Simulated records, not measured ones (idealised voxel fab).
process module | voxel air gaps
cross-section cut | 235 nm wide | cells 5 nm
A cross-section is a grid of square cells, given in bands from the top down. A band is one or more rows of cells.
Each band's line starts with the height of the band's top and of its bottom, in nm. Then come its materials from left to right, each with its width in nm. One material with "throughout" fills the band from edge to edge. "air" is empty space.
Height 0 is the level under which the wafer as received is all one material. The lowest band goes on downwards, as in "0 down".
A width such as "30 to 40" changes by the same amount from each row of cells to the next, from the band's top row to its bottom row.
"no change" after a step means that no cell of the cross-section changed.
closed voids: empty space of 8 cells or more with no open way to the top, each as width x height at its distance from the left edge, in nm
after a step's settings: what the simulator itself notes on the step
overlay nm, on a step with a mask: how far to the right of its planned place the mask lay; to the left if negative
plan
1 op RECEIVE | material Si
2 op CONFORMAL_DEP | material SiO2 | thk nm 10
3 op CONFORMAL_DEP | material SiN | thk nm 5
4 op DIRECTIONAL_DEP | material SiO2 | thk nm 40
5 op DIRECTIONAL_DEP | material aC | thk nm 15
6 op PATTERN | tone open | mask id LINES | material resist | width nm 25 | pitch nm 55 | thk nm 30 | overlay nm -5
7 op DIRECTIONAL_ETCH | etch materials aC | depth nm 15
8 op STRIP | etch materials resist
9 op DIRECTIONAL_ETCH | etch materials SiO2 | depth nm 40
10 op STRIP | etch materials aC
11 op CONFORMAL_DEP | material TiN | thk nm 5
12 op FILL_DEP | material Cu | thk nm 5
13 op CMP | height nm 55
14 op EPI | material Ru | thk nm 10
15 op SELECTIVE_ETCH | etch materials SiO2 | depth nm 50
16 op CONFORMAL_DEP | material SiCN | thk nm 5
varied across the wafers: overlay nm of step 6. The plan shows the first wafer's value. All wafers start alike
first wafer as received, after step 1
  0 down: Si throughout
  closed voids: none
each wafer at the end: cells of each material gained (+) or lost (-) since it was received, then its closed voids
overlay nm -5 | +84 Cu | +72 Ru | +159 SiCN | +47 SiN | +94 SiO2 | +76 TiN | closed voids: 10 x 30 at 0; 20 x 30 at 45; 20 x 30 at 100; 20 x 30 at 155
overlay nm 0 | +84 Cu | +72 Ru | +159 SiCN | +47 SiN | +94 SiO2 | +76 TiN | closed voids: 20 x 30 at 50; 20 x 30 at 105; 20 x 30 at 160
overlay nm 5 | +84 Cu | +72 Ru | +159 SiCN | +47 SiN | +94 SiO2 | +76 TiN | closed voids: 20 x 30 at 55; 20 x 30 at 110; 20 x 30 at 165
overlay nm 10 | +84 Cu | +72 Ru | +159 SiCN | +47 SiN | +94 SiO2 | +76 TiN | closed voids: 20 x 30 at 60; 20 x 30 at 115; 20 x 30 at 170; 10 x 30 at 225
